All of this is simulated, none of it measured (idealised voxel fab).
process module | voxel air gaps
cross-section cut | 205 nm wide | cells 5 nm
A cross-section is a grid of square cells, given in bands from the top down. A band is one or more rows of cells.
Each band's line starts with the height of the band's top and of its bottom, in nm. Then come its materials from left to right, each with its width in nm. One material with "throughout" fills the band from edge to edge. "air" is empty space.
Height 0 is the level under which the wafer as received is all one material. The lowest band goes on downwards, as in "0 down".
A width such as "30 to 40" changes by the same amount from each row of cells to the next, from the band's top row to its bottom row.
"no change" after a step means that no cell of the cross-section changed.
closed voids: empty space of 8 cells or more with no open way to the top, each as width x height at its distance from the left edge, in nm
after a step's settings: what the simulator itself notes on the step
overlay nm, on a step with a mask: how far to the right of its planned place the mask lay; to the left if negative
plan
1 op RECEIVE | material Si
2 op CONFORMAL_DEP | material SiO2 | thk nm 10
3 op CONFORMAL_DEP | material SiN | thk nm 5
4 op DIRECTIONAL_DEP | material SiO2 | thk nm 35
5 op PATTERN | tone open | mask id LINES | material resist | width nm 15 | pitch nm 55 | thk nm 20 | overlay nm 0
6 op DIRECTIONAL_ETCH | etch materials SiO2 | depth nm 35
7 op STRIP | etch materials resist
8 op CONFORMAL_DEP | material TiN | thk nm 5
9 op FILL_DEP | material Ru | thk nm 5
10 op CMP | height nm 50
11 op EPI | material Ru | thk nm 10
12 op SELECTIVE_ETCH | etch materials SiO2 | depth nm 45
13 op CONFORMAL_DEP | material SiCN | thk nm 5
varied across the wafers: width nm of step 5. The plan shows the first wafer's value. All wafers start alike
first wafer as received, after step 1
  0 down: Si throughout
  closed voids: none
each wafer at the end: cells of each material gained (+) or lost (-) since it was received, then its closed voids
width nm 15 | +60 Ru | +119 SiCN | +41 SiN | +82 SiO2 | +45 TiN | closed voids: none
width nm 20 | +84 Ru | +119 SiCN | +41 SiN | +82 SiO2 | +48 TiN | closed voids: none
width nm 25 | +108 Ru | +119 SiCN | +41 SiN | +82 SiO2 | +51 TiN | closed voids: 20 x 25 at 65; 20 x 25 at 120
width nm 30 | +132 Ru | +111 SiCN | +41 SiN | +82 SiO2 | +54 TiN | closed voids: 15 x 25 at 70; 15 x 25 at 125
width nm 35 | +156 Ru | +67 SiCN | +41 SiN | +138 SiO2 | +57 TiN | closed voids: none
width nm 40 | +176 Ru | +67 SiCN | +41 SiN | +124 SiO2 | +60 TiN | closed voids: none
